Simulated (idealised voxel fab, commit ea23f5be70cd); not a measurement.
Proc. module: voxel fin reveal
Cross-sectional view cut (width: 175 nm; square cell size: 5 nm).
This document writes a cross-section as a grid whose cells are square, and gives it as bands, listed from the top down; one or more rows of cells form a band. For a band, the entry starts with two heights in nm, that of the top and then that of the bottom, and carries on with the band's materials in order from left to right, each alongside its width in nm; the word "everywhere" beside a single material means it fills the band edge to edge, and "empty" means empty space. Heights from 0 (as-received wafer is one material below). Bottom band endless downward, as "top 0, no bottom". Graded width ("30->40"): value in top row of band = first number; value in bottom row = second number; row-to-row change constant. You'll sometimes find "nothing was modified" written for a step, and that's the way of saying that nowhere in the cross-section did a cell change during that step. Each empty space that has no open way to the top and spans at least 8 cells appears under "Fully enclosed voids" as width x height at distance, the distance counted from the left edge, all in nm. Note: text after step settings on the step line = simulator remark on that step. overlay nm: step with mask; distance mask lay right of planned place; negative value = left of planned place.
### List of planned process steps
step 1: RECEIVE: material Si
step 2: CONFORMAL_DEP: material SiN, thk nm 10
step 3: MASKED_ETCH: tone cover, mask id FINS, width nm 15, pitch nm 40, etch materials SiN, depth nm 10, overlay nm 0
step 4: MASKED_ETCH: tone cover, mask id FINS, width nm 15, pitch nm 40, etch materials Si, depth nm 40, overlay nm 0
step 5: FILL_DEP: material SiO2, thk nm 5
step 6: CMP: height nm 10
step 7: SELECTIVE_ETCH: etch materials SiO2, depth nm 25
step 8: STRIP: etch materials SiN
step 9: CONFORMAL_DEP: material HfO2, thk nm 5
### The cross-section here shows the wafer as received, i.e. in its state after step 1
> top 0, no bottom: Si everywhere
> Fully enclosed voids: none
### First wafer of two, sectioned at end of module; run went per plan
> top 5, bottom 0: empty=55  HfO2=25  empty=15  HfO2=25  empty=55
> top 0, bottom -10: empty=55  HfO2=5  Si=15  HfO2=5  empty=15  HfO2=5  Si=15  HfO2=5  empty=55
> top -10, bottom -15: HfO2=60  Si=15  HfO2=25  Si=15  HfO2=60
> top -15, bottom -40: SiO2=60  Si=15  SiO2=25  Si=15  SiO2=60
> top -40, no bottom: Si everywhere
> Fully enclosed voids: none
### Presented here is a cross-section of the second of the two wafers as it stood at the end of the module. It was started in the same manner and assigned the same plan as the first wafer; however, one mistake was made in its execution
> top 5, bottom 0: empty=55  HfO2=25  empty=15  HfO2=25  empty=55
> top 0, bottom -10: empty=55  HfO2=5  Si=15  HfO2=5  empty=15  HfO2=5  Si=15  HfO2=5  empty=55
> top -10, bottom -15: HfO2=60  Si=15  HfO2=25  Si=15  HfO2=60
> top -15, bottom -50: SiO2=60  Si=15  SiO2=25  Si=15  SiO2=60
> top -50, no bottom: Si everywhere
> Fully enclosed voids: none
What went wrong in running the wafer? contrary to plan, step 4 was performed as MASKED_ETCH: tone cover, mask id FINS, width nm 15, pitch nm 40, etch materials Si, depth nm 50, overlay nm 0
Per the end-of-run cell counts, the second wafer holds more or fewer of some materials than the first: Si: 58 fewer | SiO2: 58 more
